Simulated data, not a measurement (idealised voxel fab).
process module | voxel air gaps
cross-section cut | 175 nm wide | cells 5 nm
A cross-section is a grid of square cells, given in bands from the top down. A band is one or more rows of cells.
Each band's line starts with the height of the band's top and of its bottom, in nm. Then come its materials from left to right, each with its width in nm. One material with "throughout" fills the band from edge to edge. "air" is empty space.
Height 0 is the level under which the wafer as received is all one material. The lowest band goes on downwards, as in "0 down".
A width such as "30 to 40" changes by the same amount from each row of cells to the next, from the band's top row to its bottom row.
"no change" after a step means that no cell of the cross-section changed.
closed voids: empty space of 8 cells or more with no open way to the top, each as width x height at its distance from the left edge, in nm
after a step's settings: what the simulator itself notes on the step
overlay nm, on a step with a mask: how far to the right of its planned place the mask lay; to the left if negative
plan
1 op RECEIVE | material Si
2 op CONFORMAL_DEP | material SiO2 | thk nm 15
3 op CONFORMAL_DEP | material SiN | thk nm 5
4 op DIRECTIONAL_DEP | material SiO2 | thk nm 35
5 op MASKED_ETCH | tone open | mask id LINES | width nm 15 | pitch nm 40 | etch materials SiO2 | depth nm 35 | overlay nm 0
6 op CONFORMAL_DEP | material TiN | thk nm 5
7 op FILL_DEP | material Cu | thk nm 10
8 op CMP | height nm 55
9 op EPI | material Ru | thk nm 10
10 op SELECTIVE_ETCH | etch materials SiO2 | depth nm 45
11 op CONFORMAL_DEP | material SiCN | thk nm 5
as received, after step 1
  0 down: Si throughout
  closed voids: none
first wafer at the end, as planned
  70 to 65: air 5 | SiCN 165 | air 5
  65 to 55: air 5 | SiCN 5 | Ru 35 | SiCN 5 | Ru 35 | SiCN 5 | Ru 35 | SiCN 5 | Ru 35 | SiCN 5 | air 5
  55 to 50: air 5 | SiCN 15 | TiN 5 | Cu 5 | TiN 5 | SiCN 25 | TiN 5 | Cu 5 | TiN 5 | SiCN 25 | TiN 5 | Cu 5 | TiN 5 | SiCN 25 | TiN 5 | Cu 5 | TiN 5 | SiCN 15 | air 5
  50 to 25: air 15 | SiCN 5 | TiN 5 | Cu 5 | TiN 5 | SiCN 5 | air 15 | SiCN 5 | TiN 5 | Cu 5 | TiN 5 | SiCN 5 | air 15 | SiCN 5 | TiN 5 | Cu 5 | TiN 5 | SiCN 5 | air 15 | SiCN 5 | TiN 5 | Cu 5 | TiN 5 | SiCN 5 | air 15
  25 to 20: SiCN 20 | TiN 15 | SiCN 25 | TiN 15 | SiCN 25 | TiN 15 | SiCN 25 | TiN 15 | SiCN 20
  20 to 15: SiN throughout
  15 to 0: SiO2 throughout
  0 down: Si throughout
  closed voids: 15 x 25 at 40; 15 x 25 at 80; 15 x 25 at 120
second wafer at the end: like start, like plan, one mistake
  70 to 65: SiCN throughout
  65 to 55: SiCN 5 | Ru 165 | SiCN 5
  55 to 50: SiCN 15 | TiN 5 | Cu 15 | TiN 5 | SiO2 15 | TiN 5 | Cu 15 | TiN 5 | SiO2 15 | TiN 5 | Cu 15 | TiN 5 | SiO2 15 | TiN 5 | Cu 15 | TiN 5 | SiCN 15
  50 to 25: air 10 | SiCN 5 | TiN 5 | Cu 15 | TiN 5 | SiO2 15 | TiN 5 | Cu 15 | TiN 5 | SiO2 15 | TiN 5 | Cu 15 | TiN 5 | SiO2 15 | TiN 5 | Cu 15 | TiN 5 | SiCN 5 | air 10
  25 to 20: SiCN 15 | TiN 25 | SiO2 15 | TiN 25 | SiO2 15 | TiN 25 | SiO2 15 | TiN 25 | SiCN 15
  20 to 15: SiN throughout
  15 to 0: SiO2 throughout
  0 down: Si throughout
  closed voids: 10 x 25 at 0; 10 x 25 at 165
what went wrong: step 5 ran as: op MASKED_ETCH | tone open | mask id LINES | width nm 25 | pitch nm 40 | etch materials SiO2 | depth nm 35 | overlay nm 0
at the end the second wafer has, in cells: 48 more of Cu | 10 more of Ru | 66 fewer of SiCN | 63 more of SiO2 | 8 more of TiN
closed voids at the end (first wafer, second wafer): 3, 2
